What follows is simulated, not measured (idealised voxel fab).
Name of the process module below: voxel trench capacitor
Section shown: cut. Width: 200 nm. Cell size: 5 nm, square.
Cross-section spec: square-cell grid; bands listed top down; each band is one or more rows.
Top, bottom (nm), then materials left to right with widths (nm); lone material tagged "throughout" fills the whole band edge to edge; "blank" = empty space.
Height 0 is the level under which the wafer as received is all one material. The lowest band goes on downwards, as in "from 0 down".
When a width is written as two numbers, as in "30 to 40", the first number is the width in the top row of cells of the band and the second is the width in its bottom row, and the width changes by the same amount from each row to the next.
The cross-section has no changed cell in any step marked "remains unaltered".
This entry, "Enclosed void entries", enumerates those empty regions of no fewer than 8 cells that possess no open connection to the top. Each region is reported in the form width x height at distance, the distance being taken from the left edge, with all three quantities expressed in nm.
Note: text after step settings on the step line = simulator remark on that step.
overlay nm: where the mask lay relative to plan, measured to the right, on steps with a mask; negatives go left.
LIST OF PLANNED PROCESS STEPS
| 1 | RECEIVE | material Si |
| 2 | CONFORMAL_DEP | material SiN | thk nm 5 |
| 3 | PATTERN | tone open | mask id TRENCH | material resist | width nm 20 | pitch nm 45 | thk nm 15 | overlay nm 0 |
| 4 | DIRECTIONAL_ETCH | etch materials SiN | depth nm 5 |
| 5 | DIRECTIONAL_ETCH | etch materials Si | depth nm 35 |
| 6 | STRIP | etch materials resist |
| 7 | CONFORMAL_DEP | material Al2O3 | thk nm 5 |
| 8 | CONFORMAL_DEP | material TiN | thk nm 5 |
| 9 | FILL_DEP | material W | thk nm 5 |
| 10 | CMP | height nm 5 |
Be aware that, although all wafers share a common starting state, the width nm at step 3 differs among them, and the plan displays the first wafer's value.
THE FIRST OF SEVERAL WAFERS IN CROSS-SECTION, EXACTLY AS IT REACHED US AFTER STEP 1
* from 0 down | Si throughout
* Enclosed void entries: none
END OF THE MODULE, PAST ITS LAST STEP, STEP 10: HOW THE FIRST OF SEVERAL WAFERS LOOKS IN CROSS-SECTION
* from 5 to 0 | SiN=65; Al2O3=5; TiN=10; Al2O3=5; SiN=25; Al2O3=5; TiN=10; Al2O3=5; SiN=70
* from 0 to -30 | Si=65; Al2O3=5; TiN=10; Al2O3=5; Si=25; Al2O3=5; TiN=10; Al2O3=5; Si=70
* from -30 to -35 | Si=65; Al2O3=20; Si=25; Al2O3=20; Si=70
* from -35 down | Si throughout
* Enclosed void entries: none
X-SECTION, LAST WAFER, MODULE END
* from 5 to 0 | SiN=60; Al2O3=5; TiN=5; W=10; TiN=5; Al2O3=5; SiN=15; Al2O3=5; TiN=5; W=10; TiN=5; Al2O3=5; SiN=65
* from 0 to -25 | Si=60; Al2O3=5; TiN=5; W=10; TiN=5; Al2O3=5; Si=15; Al2O3=5; TiN=5; W=10; TiN=5; Al2O3=5; Si=65
* from -25 to -30 | Si=60; Al2O3=5; TiN=20; Al2O3=5; Si=15; Al2O3=5; TiN=20; Al2O3=5; Si=65
* from -30 to -35 | Si=60; Al2O3=30; Si=15; Al2O3=30; Si=65
* from -35 down | Si throughout
* Enclosed void entries: none
BELOW IS A PER-WAFER TABLE. IN IT, EACH ROW DESCRIBES THE WAFER AT THE END OF THE MODULE BY GIVING, FOR EACH MATERIAL, THE NUMBER OF CELLS GAINED (+) OR LOST (-) SINCE THE WAFER WAS RECEIVED, AND AFTER THAT THE CLOSED VOIDS OF THE WAFER
width nm 20 | +36 Al2O3 | -56 Si | +32 SiN | +28 TiN | Enclosed void entries: none
width nm 25 | +38 Al2O3 | -70 Si | +30 SiN | +30 TiN | +12 W | Enclosed void entries: none
width nm 30 | +40 Al2O3 | -84 Si | +28 SiN | +32 TiN | +24 W | Enclosed void entries: none
